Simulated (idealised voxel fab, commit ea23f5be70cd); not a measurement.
The name of this process module is voxel quadruple lines.
cross-section cut | 215 nm wide | cells 5 nm
When this document writes out a cross-section, it uses a grid of square cells and lists it as bands, beginning at the top and moving down, with a band standing for one or more rows of cells. Quick guide to a band line: top height, bottom height (nm) up front; then every material left to right with its width in nm. Only one material and it's marked "all across"? Then it fills the band edge to edge. And "blank" just means empty space. Where do heights start? At 0: under that level the wafer as delivered is made of one material only. And the lowest band has no floor; it just carries on downward, as in "0 nm and below". The expression "30..40" gives the width at the extremes of the band, the first number at its top row of cells and the second at its bottom row, with the width changing by equal amounts from each row to the next in between. "no change occurred" for a step: no cell of the cross-section changed in that step. You'll see "Trapped voids" listing empty spaces that have no way open to the top, as long as they're 8 cells or more; the notation is width x height at distance, where the distance is from the left edge, and all of it is in nm. Post-settings text on a step line: simulator's own remark regarding the step. overlay nm: step with mask; distance mask lay right of planned place; negative value = left of planned place.

**Here's what the planned process steps look like**
- 1: RECEIVE, material Si
- 2: CONFORMAL_DEP, material SiO2, thk nm 10
- 3: DIRECTIONAL_DEP, material Ru, thk nm 15
- 4: DIRECTIONAL_DEP, material polySi, thk nm 15
- 5: DIRECTIONAL_DEP, material aC, thk nm 25
- 6: PATTERN, tone cover, mask id MANDREL, material resist, width nm 20, pitch nm 60, thk nm 35, overlay nm 0
- 7: DIRECTIONAL_ETCH, etch materials aC, depth nm 25
- 8: STRIP, etch materials resist
- 9: CONFORMAL_DEP, material SiO2, thk nm 10
- 10: DIRECTIONAL_ETCH, etch materials SiO2, depth nm 10
- 11: STRIP, etch materials aC
- 12: DIRECTIONAL_ETCH, etch materials polySi, depth nm 15
- 13: STRIP, etch materials SiO2
- 14: CONFORMAL_DEP, material SiCN, thk nm 5
- 15: DIRECTIONAL_ETCH, etch materials SiCN, depth nm 5
- 16: STRIP, etch materials polySi
- 17: DIRECTIONAL_ETCH, etch materials Ru, depth nm 15
- 18: STRIP, etch materials SiCN
- 19: FILL_DEP, material lowk, thk nm 10
- 20: CMP, height nm 25

**First of the two wafers, run per plan**

**The cross-section here shows the wafer as received, i.e. in its state after step 1**
> 0 nm and below = Si all across
> Trapped voids: none

**The wafer, seen in cross-section, after step 2**
> 10 nm to 0 nm = SiO2 all across
> Below 0 it's all the same as before, nothing changed down there.

**The wafer, seen in cross-section, after step 3**
> 25 nm to 10 nm = Ru all across
> Below 10 it's all the same as before, nothing changed down there.

**The wafer, seen in cross-section, after step 4**
> 40 nm to 25 nm = polySi all across
> Below 25 it's all the same as before, nothing changed down there.

**The wafer, seen in cross-section, after step 5**
> 65 nm to 40 nm = aC all across
> Below 40 it's all the same as before, nothing changed down there.

**The wafer, seen in cross-section, after step 6**
> 100 nm to 65 nm = 65 blank, then 20 resist, then 40 blank, then 20 resist, then 70 blank
> Below 65 it's all the same as before, nothing changed down there.

**The wafer, seen in cross-section, after step 7**
> 75 nm to 65 nm = 65 blank, then 20 resist, then 40 blank, then 20 resist, then 70 blank
> 65 nm to 40 nm = 65 blank, then 20 aC, then 40 blank, then 20 aC, then 70 blank
> Below 40 it's all the same as before, nothing changed down there.

**The wafer, seen in cross-section, after step 8**
> 65 nm to 40 nm = 65 blank, then 20 aC, then 40 blank, then 20 aC, then 70 blank
> Below 40 it's all the same as before, nothing changed down there.

**The wafer, seen in cross-section, after step 9**
> 75 nm to 65 nm = 55 blank, then 40 SiO2, then 20 blank, then 40 SiO2, then 60 blank
> 65 nm to 50 nm = 55 blank, then 10 SiO2, then 20 aC, then 10 SiO2, then 20 blank, then 10 SiO2, then 20 aC, then 10 SiO2, then 60 blank
> 50 nm to 40 nm = 65 SiO2, then 20 aC, then 40 SiO2, then 20 aC, then 70 SiO2
> Below 40 it's all the same as before, nothing changed down there.

**The wafer, seen in cross-section, after step 10**
> 65 nm to 40 nm = 55 blank, then 10 SiO2, then 20 aC, then 10 SiO2, then 20 blank, then 10 SiO2, then 20 aC, then 10 SiO2, then 60 blank
> Below 40 it's all the same as before, nothing changed down there.

**The wafer, seen in cross-section, after step 11**
> 65 nm to 40 nm = 55 blank, then 10 SiO2, then 20 blank, then 10 SiO2, then 20 blank, then 10 SiO2, then 20 blank, then 10 SiO2, then 60 blank
> Below 40 it's all the same as before, nothing changed down there.

**The wafer, seen in cross-section, after step 12**
> 65 nm to 40 nm = 55 blank, then 10 SiO2, then 20 blank, then 10 SiO2, then 20 blank, then 10 SiO2, then 20 blank, then 10 SiO2, then 60 blank
> 40 nm to 25 nm = 55 blank, then 10 polySi, then 20 blank, then 10 polySi, then 20 blank, then 10 polySi, then 20 blank, then 10 polySi, then 60 blank
> Below 25 it's all the same as before, nothing changed down there.

**The wafer, seen in cross-section, after step 13**
> 40 nm to 25 nm = 55 blank, then 10 polySi, then 20 blank, then 10 polySi, then 20 blank, then 10 polySi, then 20 blank, then 10 polySi, then 60 blank
> Below 25 it's all the same as before, nothing changed down there.

**The wafer, seen in cross-section, after step 14**
> 45 nm to 40 nm = 50 blank, then 20 SiCN, then 10 blank, then 20 SiCN, then 10 blank, then 20 SiCN, then 10 blank, then 20 SiCN, then 55 blank
> 40 nm to 30 nm = 50 blank, then 5 SiCN, then 10 polySi, then 5 SiCN, then 10 blank, then 5 SiCN, then 10 polySi, then 5 SiCN, then 10 blank, then 5 SiCN, then 10 polySi, then 5 SiCN, then 10 blank, then 5 SiCN, then 10 polySi, then 5 SiCN, then 55 blank
> 30 nm to 25 nm = 55 SiCN, then 10 polySi, then 20 SiCN, then 10 polySi, then 20 SiCN, then 10 polySi, then 20 SiCN, then 10 polySi, then 60 SiCN
> Below 25 it's all the same as before, nothing changed down there.

**The wafer, seen in cross-section, after step 15**
> 40 nm to 25 nm = 50 blank, then 5 SiCN, then 10 polySi, then 5 SiCN, then 10 blank, then 5 SiCN, then 10 polySi, then 5 SiCN, then 10 blank, then 5 SiCN, then 10 polySi, then 5 SiCN, then 10 blank, then 5 SiCN, then 10 polySi, then 5 SiCN, then 55 blank
> Below 25 it's all the same as before, nothing changed down there.

**The wafer, seen in cross-section, after step 16**
> 40 nm to 25 nm = 50 blank, then 5 SiCN, then 10 blank, then 5 SiCN, then 10 blank, then 5 SiCN, then 10 blank, then 5 SiCN, then 10 blank, then 5 SiCN, then 10 blank, then 5 SiCN, then 10 blank, then 5 SiCN, then 10 blank, then 5 SiCN, then 55 blank
> Below 25 it's all the same as before, nothing changed down there.

**The wafer, seen in cross-section, after step 17**
> 40 nm to 25 nm = 50 blank, then 5 SiCN, then 10 blank, then 5 SiCN, then 10 blank, then 5 SiCN, then 10 blank, then 5 SiCN, then 10 blank, then 5 SiCN, then 10 blank, then 5 SiCN, then 10 blank, then 5 SiCN, then 10 blank, then 5 SiCN, then 55 blank
> 25 nm to 10 nm = 50 blank, then 5 Ru, then 10 blank, then 5 Ru, then 10 blank, then 5 Ru, then 10 blank, then 5 Ru, then 10 blank, then 5 Ru, then 10 blank, then 5 Ru, then 10 blank, then 5 Ru, then 10 blank, then 5 Ru, then 55 blank
> Below 10 it's all the same as before, nothing changed down there.

**The wafer, seen in cross-section, after step 18**
> 25 nm to 10 nm = 50 blank, then 5 Ru, then 10 blank, then 5 Ru, then 10 blank, then 5 Ru, then 10 blank, then 5 Ru, then 10 blank, then 5 Ru, then 10 blank, then 5 Ru, then 10 blank, then 5 Ru, then 10 blank, then 5 Ru, then 55 blank
> Below 10 it's all the same as before, nothing changed down there.

**The wafer, seen in cross-section, after step 19**
> 35 nm to 25 nm = lowk all across
> 25 nm to 10 nm = 50 lowk, then 5 Ru, then 10 lowk, then 5 Ru, then 10 lowk, then 5 Ru, then 10 lowk, then 5 Ru, then 10 lowk, then 5 Ru, then 10 lowk, then 5 Ru, then 10 lowk, then 5 Ru, then 10 lowk, then 5 Ru, then 55 lowk
> Below 10 it's all the same as before, nothing changed down there.

**The wafer, seen in cross-section, after step 20**
> 25 nm to 10 nm = 50 lowk, then 5 Ru, then 10 lowk, then 5 Ru, then 10 lowk, then 5 Ru, then 10 lowk, then 5 Ru, then 10 lowk, then 5 Ru, then 10 lowk, then 5 Ru, then 10 lowk, then 5 Ru, then 10 lowk, then 5 Ru, then 55 lowk
> Below 10 it's all the same as before, nothing changed down there.

**Second wafer, same starting state and plan as the first, one mistake in the run, identical through step 19**

**Cross-sectional representation of the second wafer at the time designated in the plan for the completion of step 20**
> 15 nm to 10 nm = 50 lowk, then 5 Ru, then 10 lowk, then 5 Ru, then 10 lowk, then 5 Ru, then 10 lowk, then 5 Ru, then 10 lowk, then 5 Ru, then 10 lowk, then 5 Ru, then 10 lowk, then 5 Ru, then 10 lowk, then 5 Ru, then 55 lowk
> Below 10 it's all the same as before, nothing changed down there.
Plan not followed: step 20 changed vs plan, executed as CMP, height nm 15
It is noted that, at the conclusion of processing, the second wafer exhibits a higher or lower cell count for certain materials relative to the first: -16 Ru, -70 lowk
